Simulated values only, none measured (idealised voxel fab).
A process module follows: voxel air gaps.
For reference, the cross-section in this document is cut, with width 240 nm and square cells of 5 nm.
In this document a cross-section is written as a grid of square cells. It is given as a series of bands, listed from the top down, and a band is one or more rows of cells.
In this notation a band is specified by the heights of its top and bottom, in that order and in nm, after which its materials appear from left to right, each paired with its width in nm. The word "edge to edge" attached to a single material means that material fills the band from edge to edge; the word "empty" stands for empty space.
Basically, 0 is our baseline, since under it the wafer straight out of the box is all one material. The bottom band has no lower end and keeps on going down, so it looks like "0 -> down".
The width entry "30..40" should be interpreted row by row: the top row of cells in the band takes the first number, the bottom row takes the second number, and the change between adjacent rows is uniform throughout.
"no modification" for a step: no cell of the cross-section changed in that step.
The entry titled "Closed internal voids" provides the empty spaces that have no open way to the top, restricted to those of 8 cells or more. Each is presented as width x height at distance, the distance being measured from the left edge, with all three in nm.
Text after the settings on a step's line: the simulator's own remark on that step.
Steps that use a mask can have "overlay nm" on their line. It says how far the mask sat to the right of where it was meant to be. Negative means to the left.

Process steps - plan
1) op RECEIVE | material Si
2) op CONFORMAL_DEP | material SiO2 | thk nm 15
3) op CONFORMAL_DEP | material SiN | thk nm 5
4) op DIRECTIONAL_DEP | material SiO2 | thk nm 35
5) op DIRECTIONAL_DEP | material aC | thk nm 15
6) op PATTERN | tone open | mask id LINES | material resist | width nm 20 | pitch nm 45 | thk nm 35 | overlay nm 0
7) op DIRECTIONAL_ETCH | etch materials aC | depth nm 15
8) op STRIP | etch materials resist
9) op DIRECTIONAL_ETCH | etch materials SiO2 | depth nm 35
10) op STRIP | etch materials aC
11) op CONFORMAL_DEP | material TiN | thk nm 5
12) op FILL_DEP | material Cu | thk nm 5
13) op CMP | height nm 55
14) op EPI | material Ru | thk nm 10
15) op SELECTIVE_ETCH | etch materials SiO2 | depth nm 45
16) op CONFORMAL_DEP | material SiCN | thk nm 5

Incoming wafer, cross-sectional view, post step 1
  0 -> down  Si edge to edge
  Closed internal voids: none

Cross-section: first of two wafers, module finished, run according to plan
  70 -> 65  empty 25, then SiCN 185, then empty 30
  65 -> 55  empty 25, then SiCN 5, then Ru 40, then SiCN 5, then Ru 40, then SiCN 5, then Ru 40, then SiCN 5, then Ru 40, then SiCN 5, then empty 30
  55 -> 50  empty 25, then SiCN 15, then TiN 5, then Cu 10, then TiN 5, then SiCN 25, then TiN 5, then Cu 10, then TiN 5, then SiCN 25, then TiN 5, then Cu 10, then TiN 5, then SiCN 25, then TiN 5, then Cu 10, then TiN 5, then SiCN 15, then empty 30
  50 -> 25  empty 35, then SiCN 5, then TiN 5, then Cu 10, then TiN 5, then SiCN 5, then empty 15, then SiCN 5, then TiN 5, then Cu 10, then TiN 5, then SiCN 5, then empty 15, then SiCN 5, then TiN 5, then Cu 10, then TiN 5, then SiCN 5, then empty 15, then SiCN 5, then TiN 5, then Cu 10, then TiN 5, then SiCN 5, then empty 40
  25 -> 20  SiCN 40, then TiN 20, then SiCN 25, then TiN 20, then SiCN 25, then TiN 20, then SiCN 25, then TiN 20, then SiCN 45
  20 -> 15  SiN edge to edge
  15 -> 0  SiO2 edge to edge
  0 -> down  Si edge to edge
  Closed internal voids: 15 x 25 at 65; 15 x 25 at 110; 15 x 25 at 155

Wafer two cross-section, module end. Start and plan unchanged from wafer one; one mistake made during the run
  60 -> 55  empty 25, then SiCN 185, then empty 30
  55 -> 45  empty 25, then SiCN 5, then Ru 40, then SiCN 5, then Ru 40, then SiCN 5, then Ru 40, then SiCN 5, then Ru 40, then SiCN 5, then empty 30
  45 -> 40  empty 25, then SiCN 15, then TiN 5, then Cu 10, then TiN 5, then SiCN 25, then TiN 5, then Cu 10, then TiN 5, then SiCN 25, then TiN 5, then Cu 10, then TiN 5, then SiCN 25, then TiN 5, then Cu 10, then TiN 5, then SiCN 15, then empty 30
  40 -> 25  empty 35, then SiCN 5, then TiN 5, then Cu 10, then TiN 5, then SiCN 5, then empty 15, then SiCN 5, then TiN 5, then Cu 10, then TiN 5, then SiCN 5, then empty 15, then SiCN 5, then TiN 5, then Cu 10, then TiN 5, then SiCN 5, then empty 15, then SiCN 5, then TiN 5, then Cu 10, then TiN 5, then SiCN 5, then empty 40
  25 -> 20  SiCN 40, then TiN 20, then SiCN 25, then TiN 20, then SiCN 25, then TiN 20, then SiCN 25, then TiN 20, then SiCN 45
  20 -> 15  SiN edge to edge
  15 -> 0  SiO2 edge to edge
  0 -> down  Si edge to edge
  Closed internal voids: 15 x 15 at 65; 15 x 15 at 110; 15 x 15 at 155
What went wrong in running the wafer? step 13 went in with a setting other than planned; the actual run was op CMP | height nm 45
Upon completion, the second wafer contains, in terms of cells, a greater or smaller amount of certain materials than the first wafer: Cu: 16 fewer | SiCN: 16 fewer | TiN: 16 fewer
